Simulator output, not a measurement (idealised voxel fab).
This is a process module. Its name is voxel air gaps.
Shown is cross-section cut, with a width of 165 nm and square cells of size 5 nm.
The cross-sections in this document take the form of a grid made of square cells. They are written out as bands, in order from top to bottom. Each band consists of one or more rows of cells.
In this notation a band is specified by the heights of its top and bottom, in that order and in nm, after which its materials appear from left to right, each paired with its width in nm. The word "edge to edge" attached to a single material means that material fills the band from edge to edge; the word "air" stands for empty space.
Beneath 0, the wafer as received is one material, and that level is where height counting begins. The lowest band goes on downward without a bottom; it is written like "0 and below".
Think of "30 to 40" as a width that walks from the first number to the second as you go down the band, top row to bottom row, taking equal-sized steps from row to row.
What does "nothing got changed" mean for a step? It means no cell of the cross-section changed in that step.
"Closed void roster" means: voids of 8 cells or more that are shut off from the top with no open way through. Written width x height at distance, distance from the left edge, in nm.
Formally, on a step line, whatever follows the settings is a remark that the simulator itself makes on the step.
"overlay nm" on a masked step: distance the mask lay right of its planned place, negative for left.

# This section lists the process steps that were planned
| 1 | RECEIVE | material Si |
| 2 | CONFORMAL_DEP | material SiO2 | thk nm 15 |
| 3 | CONFORMAL_DEP | material SiCN | thk nm 5 |
| 4 | DIRECTIONAL_DEP | material SiO2 | thk nm 30 |
| 5 | DIRECTIONAL_DEP | material aC | thk nm 10 |
| 6 | PATTERN | tone open | mask id LINES | material resist | width nm 15 | pitch nm 40 | thk nm 25 | overlay nm 0 |
| 7 | DIRECTIONAL_ETCH | etch materials aC | depth nm 10 |
| 8 | STRIP | etch materials resist |
| 9 | DIRECTIONAL_ETCH | etch materials SiO2 | depth nm 30 |
| 10 | STRIP | etch materials aC |
| 11 | CONFORMAL_DEP | material TiN | thk nm 5 |
| 12 | FILL_DEP | material W | thk nm 10 |
| 13 | CMP | height nm 50 |
| 14 | EPI | material Ru | thk nm 10 |
| 15 | SELECTIVE_ETCH | etch materials SiO2 | depth nm 40 |
| 16 | CONFORMAL_DEP | material SiCN | thk nm 5 |

# Cross-section: wafer on arrival = after step 1
  0 and below | Si edge to edge
  Closed void roster: none

# Cross-sectional image of the first of two wafers at the end of the module, the run having proceeded as planned
  65 down to 60 | air: 20 | SiCN: 125 | air: 20
  60 down to 50 | air: 20 | SiCN: 5 | Ru: 35 | SiCN: 5 | Ru: 35 | SiCN: 5 | Ru: 35 | SiCN: 5 | air: 20
  50 down to 45 | air: 20 | SiCN: 15 | TiN: 5 | W: 5 | TiN: 5 | SiCN: 25 | TiN: 5 | W: 5 | TiN: 5 | SiCN: 25 | TiN: 5 | W: 5 | TiN: 5 | SiCN: 15 | air: 20
  45 down to 25 | air: 30 | SiCN: 5 | TiN: 5 | W: 5 | TiN: 5 | SiCN: 5 | air: 15 | SiCN: 5 | TiN: 5 | W: 5 | TiN: 5 | SiCN: 5 | air: 15 | SiCN: 5 | TiN: 5 | W: 5 | TiN: 5 | SiCN: 5 | air: 30
  25 down to 20 | SiCN: 35 | TiN: 15 | SiCN: 25 | TiN: 15 | SiCN: 25 | TiN: 15 | SiCN: 35
  20 down to 15 | SiCN edge to edge
  15 down to 0 | SiO2 edge to edge
  0 and below | Si edge to edge
  Closed void roster: 15 x 20 at 55; 15 x 20 at 95

# Presented here is a cross-section of the second of the two wafers as it stood at the end of the module. It was started in the same manner and assigned the same plan as the first wafer; however, one mistake was made in its execution
  65 down to 60 | air: 20 | SiCN: 125 | air: 20
  60 down to 50 | air: 20 | SiCN: 5 | Ru: 35 | SiCN: 5 | Ru: 35 | SiCN: 5 | Ru: 35 | SiCN: 5 | air: 20
  50 down to 45 | air: 20 | SiCN: 15 | TiN: 5 | W: 5 | TiN: 5 | SiCN: 25 | TiN: 5 | W: 5 | TiN: 5 | SiCN: 25 | TiN: 5 | W: 5 | TiN: 5 | SiCN: 15 | air: 20
  45 down to 25 | air: 30 | SiCN: 5 | TiN: 5 | W: 5 | TiN: 5 | SiCN: 5 | air: 15 | SiCN: 5 | TiN: 5 | W: 5 | TiN: 5 | SiCN: 5 | air: 15 | SiCN: 5 | TiN: 5 | W: 5 | TiN: 5 | SiCN: 5 | air: 30
  25 down to 20 | SiCN: 35 | TiN: 15 | SiCN: 25 | TiN: 15 | SiCN: 25 | TiN: 15 | SiCN: 35
  20 down to 15 | TiN edge to edge
  15 down to 0 | SiO2 edge to edge
  0 and below | Si edge to edge
  Closed void roster: 15 x 20 at 55; 15 x 20 at 95
Against the plan, the run slipped here: not per plan at step 3, really ran CONFORMAL_DEP | material TiN | thk nm 5
Bottom line after processing is that, in cells, the second wafer is up or down on some materials versus the first: 33 fewer of SiCN; 33 more of TiN
